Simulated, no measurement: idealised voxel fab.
The following process module bears the name voxel self aligned vias.
The cross-section shown here is cut; it is 245 nm wide and divided into square cells measuring 5 nm on a side.
Just so we're on the same page, the cross-sections are grids of square cells, and they're listed out in bands top to bottom, each band one or more rows deep. Look at the band entry: it leads with the top's height and the bottom's height in nm. Then it lists the materials left to right, with a width in nm for each. The word "edge to edge" on a single material says that material fills the band edge to edge. The word "blank" is empty space. Height reference: 0 = level under which incoming wafer is all one material. Lowest band: no bottom, runs on downward, e.g. "0 and below". The expression "30 to 40" gives the width at the extremes of the band, the first number at its top row of cells and the second at its bottom row, with the width changing by equal amounts from each row to the next in between. "no change", as given for a step, is the statement that not any cell of the cross-section underwent a change during that step. The label "Sealed voids" introduces a list of the empty spaces, 8 cells or larger, that have no open way up to the top; each entry in it reads width x height at distance, where the distance is taken from the left edge and all three are stated in nm. It should be noted that, on the line of a given step, the content following the step's settings is a remark produced by the simulator itself with respect to that step. overlay nm, on a step with a mask: how far to the right of its planned place the mask lay; to the left if negative.

# Here's what the planned process steps look like
1. RECEIVE with material Si
2. CONFORMAL_DEP with material SiO2, thk nm 10
3. CONFORMAL_DEP with material SiCN, thk nm 5
4. DIRECTIONAL_DEP with material SiO2, thk nm 30
5. PATTERN with tone open, mask id LINES, material resist, width nm 30, pitch nm 70, thk nm 15, overlay nm 0
6. DIRECTIONAL_ETCH with etch materials SiO2, depth nm 30
7. STRIP with etch materials resist
8. CONFORMAL_DEP with material TiN, thk nm 5
9. FILL_DEP with material Ru, thk nm 5
10. CMP with height nm 45
11. SELECTIVE_ETCH with etch materials W Ru TiN, depth nm 5
12. FILL_DEP with material SiN, thk nm 5
13. CMP with height nm 45
14. DIRECTIONAL_DEP with material SiO2, thk nm 20
15. DIRECTIONAL_DEP with material aC, thk nm 15
16. PATTERN with tone open, mask id VIAS, material resist, width nm 50, pitch nm 140, thk nm 35, overlay nm 0
17. DIRECTIONAL_ETCH with etch materials aC, depth nm 15
18. STRIP with etch materials resist
19. DIRECTIONAL_ETCH with etch materials SiO2, depth nm 20
20. DIRECTIONAL_ETCH with etch materials SiN, depth nm 5
21. STRIP with etch materials aC
22. CONFORMAL_DEP with material TiN, thk nm 5
23. FILL_DEP with material W, thk nm 5
24. CMP with height nm 65
25. CONFORMAL_DEP with material SiN, thk nm 5

# First of two wafers, processed according to plan

# Shown in cross-section is the wafer as received, that is, as it stands after step 1
0 and below | Si edge to edge
Sealed voids: none

# So this is the wafer cross-section right after step 2
10 down to 0 | SiO2 edge to edge
At heights below 0, the structure remains unaltered.

# So this is the wafer cross-section right after step 3
15 down to 10 | SiCN edge to edge
At heights below 10, the structure remains unaltered.

# So this is the wafer cross-section right after step 4
45 down to 15 | SiO2 edge to edge
At heights below 15, the structure remains unaltered.

# So this is the wafer cross-section right after step 5
60 down to 45 | resist (35), then blank (30), then resist (40), then blank (30), then resist (40), then blank (30), then resist (40)
At heights below 45, the structure remains unaltered.

# So this is the wafer cross-section right after step 6
60 down to 45 | resist (35), then blank (30), then resist (40), then blank (30), then resist (40), then blank (30), then resist (40)
45 down to 15 | SiO2 (35), then blank (30), then SiO2 (40), then blank (30), then SiO2 (40), then blank (30), then SiO2 (40)
At heights below 15, the structure remains unaltered.

# So this is the wafer cross-section right after step 7
45 down to 15 | SiO2 (35), then blank (30), then SiO2 (40), then blank (30), then SiO2 (40), then blank (30), then SiO2 (40)
At heights below 15, the structure remains unaltered.

# So this is the wafer cross-section right after step 8
50 down to 45 | TiN (40), then blank (20), then TiN (50), then blank (20), then TiN (50), then blank (20), then TiN (45)
45 down to 20 | SiO2 (35), then TiN (5), then blank (20), then TiN (5), then SiO2 (40), then TiN (5), then blank (20), then TiN (5), then SiO2 (40), then TiN (5), then blank (20), then TiN (5), then SiO2 (40)
20 down to 15 | SiO2 (35), then TiN (30), then SiO2 (40), then TiN (30), then SiO2 (40), then TiN (30), then SiO2 (40)
At heights below 15, the structure remains unaltered.

# So this is the wafer cross-section right after step 9
55 down to 50 | Ru edge to edge
50 down to 45 | TiN (40), then Ru (20), then TiN (50), then Ru (20), then TiN (50), then Ru (20), then TiN (45)
45 down to 20 | SiO2 (35), then TiN (5), then Ru (20), then TiN (5), then SiO2 (40), then TiN (5), then Ru (20), then TiN (5), then SiO2 (40), then TiN (5), then Ru (20), then TiN (5), then SiO2 (40)
At heights below 20, the structure remains unaltered.

# So this is the wafer cross-section right after step 10
45 down to 20 | SiO2 (35), then TiN (5), then Ru (20), then TiN (5), then SiO2 (40), then TiN (5), then Ru (20), then TiN (5), then SiO2 (40), then TiN (5), then Ru (20), then TiN (5), then SiO2 (40)
At heights below 20, the structure remains unaltered.

# So this is the wafer cross-section right after step 11
45 down to 40 | SiO2 (35), then blank (30), then SiO2 (40), then blank (30), then SiO2 (40), then blank (30), then SiO2 (40)
At heights below 40, the structure remains unaltered.

# So this is the wafer cross-section right after step 12
50 down to 45 | SiN edge to edge
45 down to 40 | SiO2 (35), then SiN (30), then SiO2 (40), then SiN (30), then SiO2 (40), then SiN (30), then SiO2 (40)
At heights below 40, the structure remains unaltered.

# So this is the wafer cross-section right after step 13
45 down to 40 | SiO2 (35), then SiN (30), then SiO2 (40), then SiN (30), then SiO2 (40), then SiN (30), then SiO2 (40)
At heights below 40, the structure remains unaltered.

# So this is the wafer cross-section right after step 14
65 down to 45 | SiO2 edge to edge
At heights below 45, the structure remains unaltered.

# So this is the wafer cross-section right after step 15
80 down to 65 | aC edge to edge
At heights below 65, the structure remains unaltered.

# So this is the wafer cross-section right after step 16
115 down to 80 | resist (25), then blank (50), then resist (90), then blank (50), then resist (30)
At heights below 80, the structure remains unaltered.

# So this is the wafer cross-section right after step 17
100 down to 80 | resist (25), then blank (50), then resist (90), then blank (50), then resist (30)
80 down to 65 | aC (25), then blank (50), then aC (90), then blank (50), then aC (30)
At heights below 65, the structure remains unaltered.

# So this is the wafer cross-section right after step 18
80 down to 65 | aC (25), then blank (50), then aC (90), then blank (50), then aC (30)
At heights below 65, the structure remains unaltered.

# So this is the wafer cross-section right after step 19
80 down to 65 | aC (25), then blank (50), then aC (90), then blank (50), then aC (30)
65 down to 45 | SiO2 (25), then blank (50), then SiO2 (90), then blank (50), then SiO2 (30)
At heights below 45, the structure remains unaltered.

# So this is the wafer cross-section right after step 20
80 down to 65 | aC (25), then blank (50), then aC (90), then blank (50), then aC (30)
65 down to 45 | SiO2 (25), then blank (50), then SiO2 (90), then blank (50), then SiO2 (30)
45 down to 40 | SiO2 (35), then blank (30), then SiO2 (40), then SiN (30), then SiO2 (40), then blank (30), then SiO2 (40)
At heights below 40, the structure remains unaltered.

# So this is the wafer cross-section right after step 21
65 down to 45 | SiO2 (25), then blank (50), then SiO2 (90), then blank (50), then SiO2 (30)
At heights below 45, the structure remains unaltered.

# So this is the wafer cross-section right after step 22
70 down to 65 | TiN (30), then blank (40), then TiN (100), then blank (40), then TiN (35)
65 down to 50 | SiO2 (25), then TiN (5), then blank (40), then TiN (5), then SiO2 (90), then TiN (5), then blank (40), then TiN (5), then SiO2 (30)
50 down to 45 | SiO2 (25), then TiN (15), then blank (20), then TiN (15), then SiO2 (90), then TiN (15), then blank (20), then TiN (15), then SiO2 (30)
45 down to 40 | SiO2 (35), then TiN (30), then SiO2 (40), then SiN (30), then SiO2 (40), then TiN (30), then SiO2 (40)
At heights below 40, the structure remains unaltered.

# So this is the wafer cross-section right after step 23
75 down to 70 | W edge to edge
70 down to 65 | TiN (30), then W (40), then TiN (100), then W (40), then TiN (35)
65 down to 50 | SiO2 (25), then TiN (5), then W (40), then TiN (5), then SiO2 (90), then TiN (5), then W (40), then TiN (5), then SiO2 (30)
50 down to 45 | SiO2 (25), then TiN (15), then W (20), then TiN (15), then SiO2 (90), then TiN (15), then W (20), then TiN (15), then SiO2 (30)
At heights below 45, the structure remains unaltered.

# So this is the wafer cross-section right after step 24
65 down to 50 | SiO2 (25), then TiN (5), then W (40), then TiN (5), then SiO2 (90), then TiN (5), then W (40), then TiN (5), then SiO2 (30)
At heights below 50, the structure remains unaltered.

# So this is the wafer cross-section right after step 25
70 down to 65 | SiN edge to edge
At heights below 65, the structure remains unaltered.

# Wafer two: like wafer one in start and plan, but with one mistake in execution; identical up to and including step 4

# Second wafer, section view, time point: scheduled end of step 5
60 down to 45 | blank (35), then resist (30), then blank (40), then resist (30), then blank (40), then resist (30), then blank (40)
At heights below 45, the structure remains unaltered.

# Second wafer, section view, time point: scheduled end of step 6
60 down to 45 | blank (35), then resist (30), then blank (40), then resist (30), then blank (40), then resist (30), then blank (40)
45 down to 15 | blank (35), then SiO2 (30), then blank (40), then SiO2 (30), then blank (40), then SiO2 (30), then blank (40)
At heights below 15, the structure remains unaltered.

# Second wafer, section view, time point: scheduled end of step 7
45 down to 15 | blank (35), then SiO2 (30), then blank (40), then SiO2 (30), then blank (40), then SiO2 (30), then blank (40)
At heights below 15, the structure remains unaltered.

# Second wafer, section view, time point: scheduled end of step 8
50 down to 45 | blank (30), then TiN (40), then blank (30), then TiN (40), then blank (30), then TiN (40), then blank (35)
45 down to 20 | blank (30), then TiN (5), then SiO2 (30), then TiN (5), then blank (30), then TiN (5), then SiO2 (30), then TiN (5), then blank (30), then TiN (5), then SiO2 (30), then TiN (5), then blank (35)
20 down to 15 | TiN (35), then SiO2 (30), then TiN (40), then SiO2 (30), then TiN (40), then SiO2 (30), then TiN (40)
At heights below 15, the structure remains unaltered.

# Second wafer, section view, time point: scheduled end of step 9
55 down to 50 | Ru edge to edge
50 down to 45 | Ru (30), then TiN (40), then Ru (30), then TiN (40), then Ru (30), then TiN (40), then Ru (35)
45 down to 20 | Ru (30), then TiN (5), then SiO2 (30), then TiN (5), then Ru (30), then TiN (5), then SiO2 (30), then TiN (5), then Ru (30), then TiN (5), then SiO2 (30), then TiN (5), then Ru (35)
At heights below 20, the structure remains unaltered.

# Second wafer, section view, time point: scheduled end of step 10
45 down to 20 | Ru (30), then TiN (5), then SiO2 (30), then TiN (5), then Ru (30), then TiN (5), then SiO2 (30), then TiN (5), then Ru (30), then TiN (5), then SiO2 (30), then TiN (5), then Ru (35)
At heights below 20, the structure remains unaltered.

# Second wafer, section view, time point: scheduled end of step 11
45 down to 40 | blank (35), then SiO2 (30), then blank (40), then SiO2 (30), then blank (40), then SiO2 (30), then blank (40)
At heights below 40, the structure remains unaltered.

# Second wafer, section view, time point: scheduled end of step 12
50 down to 45 | SiN edge to edge
45 down to 40 | SiN (35), then SiO2 (30), then SiN (40), then SiO2 (30), then SiN (40), then SiO2 (30), then SiN (40)
At heights below 40, the structure remains unaltered.

# Second wafer, section view, time point: scheduled end of step 13
45 down to 40 | SiN (35), then SiO2 (30), then SiN (40), then SiO2 (30), then SiN (40), then SiO2 (30), then SiN (40)
At heights below 40, the structure remains unaltered.

# Second wafer, section view, time point: scheduled end of step 14
65 down to 45 | SiO2 edge to edge
At heights below 45, the structure remains unaltered.

# Second wafer, section view, time point: scheduled end of step 15
80 down to 65 | aC edge to edge
At heights below 65, the structure remains unaltered.

# Second wafer, section view, time point: scheduled end of step 16
115 down to 80 | resist (25), then blank (50), then resist (90), then blank (50), then resist (30)
At heights below 80, the structure remains unaltered.

# Second wafer, section view, time point: scheduled end of step 17
100 down to 80 | resist (25), then blank (50), then resist (90), then blank (50), then resist (30)
80 down to 65 | aC (25), then blank (50), then aC (90), then blank (50), then aC (30)
At heights below 65, the structure remains unaltered.

# Second wafer, section view, time point: scheduled end of step 18
80 down to 65 | aC (25), then blank (50), then aC (90), then blank (50), then aC (30)
At heights below 65, the structure remains unaltered.

# Second wafer, section view, time point: scheduled end of step 19
80 down to 65 | aC (25), then blank (50), then aC (90), then blank (50), then aC (30)
65 down to 45 | SiO2 (25), then blank (50), then SiO2 (90), then blank (50), then SiO2 (30)
At heights below 45, the structure remains unaltered.

# Second wafer, section view, time point: scheduled end of step 20
80 down to 65 | aC (25), then blank (50), then aC (90), then blank (50), then aC (30)
65 down to 45 | SiO2 (25), then blank (50), then SiO2 (90), then blank (50), then SiO2 (30)
45 down to 40 | SiN (25), then blank (10), then SiO2 (30), then blank (10), then SiN (30), then SiO2 (30), then SiN (30), then blank (10), then SiO2 (30), then blank (10), then SiN (30)
At heights below 40, the structure remains unaltered.

# Second wafer, section view, time point: scheduled end of step 21
65 down to 45 | SiO2 (25), then blank (50), then SiO2 (90), then blank (50), then SiO2 (30)
At heights below 45, the structure remains unaltered.

# Second wafer, section view, time point: scheduled end of step 22
70 down to 65 | TiN (30), then blank (40), then TiN (100), then blank (40), then TiN (35)
65 down to 50 | SiO2 (25), then TiN (5), then blank (40), then TiN (5), then SiO2 (90), then TiN (5), then blank (40), then TiN (5), then SiO2 (30)
50 down to 45 | SiO2 (25), then TiN (50), then SiO2 (90), then TiN (50), then SiO2 (30)
45 down to 40 | SiN (25), then TiN (10), then SiO2 (30), then TiN (10), then SiN (30), then SiO2 (30), then SiN (30), then TiN (10), then SiO2 (30), then TiN (10), then SiN (30)
At heights below 40, the structure remains unaltered.

# Second wafer, section view, time point: scheduled end of step 23
75 down to 70 | W edge to edge
70 down to 65 | TiN (30), then W (40), then TiN (100), then W (40), then TiN (35)
65 down to 50 | SiO2 (25), then TiN (5), then W (40), then TiN (5), then SiO2 (90), then TiN (5), then W (40), then TiN (5), then SiO2 (30)
At heights below 50, the structure remains unaltered.

# Second wafer, section view, time point: scheduled end of step 24
65 down to 50 | SiO2 (25), then TiN (5), then W (40), then TiN (5), then SiO2 (90), then TiN (5), then W (40), then TiN (5), then SiO2 (30)
At heights below 50, the structure remains unaltered.

# Second wafer, section view, time point: scheduled end of step 25
70 down to 65 | SiN edge to edge
At heights below 65, the structure remains unaltered.
Nonconformance to the process plan: planned and actual differ for step 5; actual: PATTERN with tone cover, mask id LINES, material resist, width nm 30, pitch nm 70, thk nm 15, overlay nm 0
In the final state, the cell counts of the second wafer exceed or fall short of those of the first for the following materials: Ru: 52 more; SiN: 17 more; SiO2: 78 fewer; TiN: 17 more; W: 8 fewer
